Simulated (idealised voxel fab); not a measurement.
The document below concerns the process module designated voxel self aligned vias.
Square cells of 5 nm make up the cross-section cut, whose width is 265 nm.
Think of the cross-section as a grid of square cells. We describe it in bands, top to bottom, and each band covers one or more rows of those cells. The band entry comprises the height of the band's top followed by the height of its bottom, expressed in nm, and subsequently the band's materials from left to right, each stated together with its width in nm. Where a single material is marked with the word "edge to edge", that material fills the band from edge to edge. The word "blank" represents empty space. Height reference: 0 = level under which incoming wafer is all one material. Lowest band: no bottom, runs on downward, e.g. "0..down". The width entry "30 to 40" should be interpreted row by row: the top row of cells in the band takes the first number, the bottom row takes the second number, and the change between adjacent rows is uniform throughout. Where the words "no alterations made" appear for a step, the cross-section shows no cell changed by that step; every cell remained as before. If an empty space has no open way to the top and is at least 8 cells in size, "Sealed cavities" lists it, written width x height at distance, where distance is measured from the left edge and every value is in nm. Note: text after step settings on the step line = simulator remark on that step. overlay nm: mask offset rightward from planned place, masked step; negative means leftward offset.

Planned step list for the process
1. RECEIVE [material Si]
2. CONFORMAL_DEP [material SiO2] [thk nm 15]
3. CONFORMAL_DEP [material SiCN] [thk nm 5]
4. DIRECTIONAL_DEP [material lowk] [thk nm 30]
5. PATTERN [tone open] [mask id LINES] [material resist] [width nm 20] [pitch nm 65] [thk nm 20] [overlay nm 0]
6. DIRECTIONAL_ETCH [etch materials lowk] [depth nm 30]
7. STRIP [etch materials resist]
8. CONFORMAL_DEP [material TiN] [thk nm 5]
9. FILL_DEP [material W] [thk nm 5]
10. CMP [height nm 50]
11. SELECTIVE_ETCH [etch materials W Ru TiN] [depth nm 5]
12. FILL_DEP [material SiN] [thk nm 10]
13. CMP [height nm 50]
14. DIRECTIONAL_DEP [material lowk] [thk nm 20]
15. DIRECTIONAL_DEP [material aC] [thk nm 10]
16. PATTERN [tone open] [mask id VIAS] [material resist] [width nm 40] [pitch nm 65] [thk nm 30] [overlay nm 0]
17. DIRECTIONAL_ETCH [etch materials aC] [depth nm 10]
18. STRIP [etch materials resist]
19. DIRECTIONAL_ETCH [etch materials lowk] [depth nm 20]
20. DIRECTIONAL_ETCH [etch materials SiN] [depth nm 5]
21. STRIP [etch materials aC]
22. CONFORMAL_DEP [material TiN] [thk nm 5]
23. FILL_DEP [material W] [thk nm 5]
24. CMP [height nm 70]
25. CONFORMAL_DEP [material SiCN] [thk nm 5]

First of two wafers, with the run carried out as planned

Cross-section: wafer on arrival = after step 1
0..down = Si edge to edge
Sealed cavities: none

Step 2 done - wafer cross-section
15..0 = SiO2 edge to edge
Under the height 0 nothing was changed.

Step 3 done - wafer cross-section
20..15 = SiCN edge to edge
Under the height 15 nothing was changed.

Step 4 done - wafer cross-section
50..20 = lowk edge to edge
Under the height 20 nothing was changed.

Step 5 done - wafer cross-section
70..50 = resist 90 | blank 20 | resist 45 | blank 20 | resist 90
Under the height 50 nothing was changed.

Step 6 done - wafer cross-section
70..50 = resist 90 | blank 20 | resist 45 | blank 20 | resist 90
50..20 = lowk 90 | blank 20 | lowk 45 | blank 20 | lowk 90
Under the height 20 nothing was changed.

Step 7 done - wafer cross-section
50..20 = lowk 90 | blank 20 | lowk 45 | blank 20 | lowk 90
Under the height 20 nothing was changed.

Step 8 done - wafer cross-section
55..50 = TiN 95 | blank 10 | TiN 55 | blank 10 | TiN 95
50..25 = lowk 90 | TiN 5 | blank 10 | TiN 5 | lowk 45 | TiN 5 | blank 10 | TiN 5 | lowk 90
25..20 = lowk 90 | TiN 20 | lowk 45 | TiN 20 | lowk 90
Under the height 20 nothing was changed.

Step 9 done - wafer cross-section
60..55 = W edge to edge
55..50 = TiN 95 | W 10 | TiN 55 | W 10 | TiN 95
50..25 = lowk 90 | TiN 5 | W 10 | TiN 5 | lowk 45 | TiN 5 | W 10 | TiN 5 | lowk 90
Under the height 25 nothing was changed.

Step 10 done - wafer cross-section
50..25 = lowk 90 | TiN 5 | W 10 | TiN 5 | lowk 45 | TiN 5 | W 10 | TiN 5 | lowk 90
Under the height 25 nothing was changed.

Step 11 done - wafer cross-section
50..45 = lowk 90 | blank 20 | lowk 45 | blank 20 | lowk 90
Under the height 45 nothing was changed.

Step 12 done - wafer cross-section
60..50 = SiN edge to edge
50..45 = lowk 90 | SiN 20 | lowk 45 | SiN 20 | lowk 90
Under the height 45 nothing was changed.

Step 13 done - wafer cross-section
50..45 = lowk 90 | SiN 20 | lowk 45 | SiN 20 | lowk 90
Under the height 45 nothing was changed.

Step 14 done - wafer cross-section
70..50 = lowk edge to edge
Under the height 50 nothing was changed.

Step 15 done - wafer cross-section
80..70 = aC edge to edge
Under the height 70 nothing was changed.

Step 16 done - wafer cross-section
110..80 = resist 80 | blank 40 | resist 25 | blank 40 | resist 80
Under the height 80 nothing was changed.

Step 17 done - wafer cross-section
100..80 = resist 80 | blank 40 | resist 25 | blank 40 | resist 80
80..70 = aC 80 | blank 40 | aC 25 | blank 40 | aC 80
Under the height 70 nothing was changed.

Step 18 done - wafer cross-section
80..70 = aC 80 | blank 40 | aC 25 | blank 40 | aC 80
Under the height 70 nothing was changed.

Step 19 done - wafer cross-section
80..70 = aC 80 | blank 40 | aC 25 | blank 40 | aC 80
70..50 = lowk 80 | blank 40 | lowk 25 | blank 40 | lowk 80
Under the height 50 nothing was changed.

Step 20 done - wafer cross-section
80..70 = aC 80 | blank 40 | aC 25 | blank 40 | aC 80
70..50 = lowk 80 | blank 40 | lowk 25 | blank 40 | lowk 80
50..45 = lowk 90 | blank 20 | lowk 45 | blank 20 | lowk 90
Under the height 45 nothing was changed.

Step 21 done - wafer cross-section
70..50 = lowk 80 | blank 40 | lowk 25 | blank 40 | lowk 80
Under the height 50 nothing was changed.

Step 22 done - wafer cross-section
75..70 = TiN 85 | blank 30 | TiN 35 | blank 30 | TiN 85
70..55 = lowk 80 | TiN 5 | blank 30 | TiN 5 | lowk 25 | TiN 5 | blank 30 | TiN 5 | lowk 80
55..50 = lowk 80 | TiN 15 | blank 10 | TiN 15 | lowk 25 | TiN 15 | blank 10 | TiN 15 | lowk 80
50..45 = lowk 90 | TiN 20 | lowk 45 | TiN 20 | lowk 90
Under the height 45 nothing was changed.

Step 23 done - wafer cross-section
80..75 = W edge to edge
75..70 = TiN 85 | W 30 | TiN 35 | W 30 | TiN 85
70..55 = lowk 80 | TiN 5 | W 30 | TiN 5 | lowk 25 | TiN 5 | W 30 | TiN 5 | lowk 80
55..50 = lowk 80 | TiN 15 | W 10 | TiN 15 | lowk 25 | TiN 15 | W 10 | TiN 15 | lowk 80
Under the height 50 nothing was changed.

Step 24 done - wafer cross-section
70..55 = lowk 80 | TiN 5 | W 30 | TiN 5 | lowk 25 | TiN 5 | W 30 | TiN 5 | lowk 80
Under the height 55 nothing was changed.

Step 25 done - wafer cross-section
75..70 = SiCN edge to edge
Under the height 70 nothing was changed.

Companion wafer, the second of two: same beginning, same intended sequence, one mistake in carrying it out; through step 3 inclusive it tracks the first exactly

Cross-section of the second wafer at the time by which step 4 should have been completed according to the plan
50..20 = SiN edge to edge
Under the height 20 nothing was changed.

Cross-section of the second wafer at the time by which step 5 should have been completed according to the plan
70..50 = resist 90 | blank 20 | resist 45 | blank 20 | resist 90
Under the height 50 nothing was changed.

Cross-section of the second wafer at the time by which step 6 should have been completed according to the plan: no alterations made

Cross-section of the second wafer at the time by which step 7 should have been completed according to the plan
50..20 = SiN edge to edge
Under the height 20 nothing was changed.

Cross-section of the second wafer at the time by which step 8 should have been completed according to the plan
55..50 = TiN edge to edge
Under the height 50 nothing was changed.

Cross-section of the second wafer at the time by which step 9 should have been completed according to the plan
60..55 = W edge to edge
Under the height 55 nothing was changed.

Cross-section of the second wafer at the time by which step 10 should have been completed according to the plan
50..20 = SiN edge to edge
Under the height 20 nothing was changed.

Cross-section of the second wafer at the time by which step 11 should have been completed according to the plan: no alterations made

Cross-section of the second wafer at the time by which step 12 should have been completed according to the plan
60..20 = SiN edge to edge
Under the height 20 nothing was changed.

Cross-section of the second wafer at the time by which step 13 should have been completed according to the plan
50..20 = SiN edge to edge
Under the height 20 nothing was changed.

Cross-section of the second wafer at the time by which step 14 should have been completed according to the plan
70..50 = lowk edge to edge
Under the height 50 nothing was changed.

Cross-section of the second wafer at the time by which step 15 should have been completed according to the plan
80..70 = aC edge to edge
Under the height 70 nothing was changed.

Cross-section of the second wafer at the time by which step 16 should have been completed according to the plan
110..80 = resist 80 | blank 40 | resist 25 | blank 40 | resist 80
Under the height 80 nothing was changed.

Cross-section of the second wafer at the time by which step 17 should have been completed according to the plan
100..80 = resist 80 | blank 40 | resist 25 | blank 40 | resist 80
80..70 = aC 80 | blank 40 | aC 25 | blank 40 | aC 80
Under the height 70 nothing was changed.

Cross-section of the second wafer at the time by which step 18 should have been completed according to the plan
80..70 = aC 80 | blank 40 | aC 25 | blank 40 | aC 80
Under the height 70 nothing was changed.

Cross-section of the second wafer at the time by which step 19 should have been completed according to the plan
80..70 = aC 80 | blank 40 | aC 25 | blank 40 | aC 80
70..50 = lowk 80 | blank 40 | lowk 25 | blank 40 | lowk 80
Under the height 50 nothing was changed.

Cross-section of the second wafer at the time by which step 20 should have been completed according to the plan
80..70 = aC 80 | blank 40 | aC 25 | blank 40 | aC 80
70..50 = lowk 80 | blank 40 | lowk 25 | blank 40 | lowk 80
50..45 = SiN 80 | blank 40 | SiN 25 | blank 40 | SiN 80
Under the height 45 nothing was changed.

Cross-section of the second wafer at the time by which step 21 should have been completed according to the plan
70..50 = lowk 80 | blank 40 | lowk 25 | blank 40 | lowk 80
Under the height 50 nothing was changed.

Cross-section of the second wafer at the time by which step 22 should have been completed according to the plan
75..70 = TiN 85 | blank 30 | TiN 35 | blank 30 | TiN 85
70..50 = lowk 80 | TiN 5 | blank 30 | TiN 5 | lowk 25 | TiN 5 | blank 30 | TiN 5 | lowk 80
50..45 = SiN 80 | TiN 40 | SiN 25 | TiN 40 | SiN 80
Under the height 45 nothing was changed.

Cross-section of the second wafer at the time by which step 23 should have been completed according to the plan
80..75 = W edge to edge
75..70 = TiN 85 | W 30 | TiN 35 | W 30 | TiN 85
70..50 = lowk 80 | TiN 5 | W 30 | TiN 5 | lowk 25 | TiN 5 | W 30 | TiN 5 | lowk 80
Under the height 50 nothing was changed.

Cross-section of the second wafer at the time by which step 24 should have been completed according to the plan
70..50 = lowk 80 | TiN 5 | W 30 | TiN 5 | lowk 25 | TiN 5 | W 30 | TiN 5 | lowk 80
Under the height 50 nothing was changed.

Cross-section of the second wafer at the time by which step 25 should have been completed according to the plan
75..70 = SiCN edge to edge
Under the height 70 nothing was changed.
Nonconformance to the process plan: step 4 was run on a setting that differed from the plan, and what really ran there is DIRECTIONAL_DEP [material SiN] [thk nm 30]
Final difference in cells, second wafer against first, listed per material as more or fewer: SiN: 302 more; TiN: 24 fewer; W: 8 fewer; lowk: 270 fewer
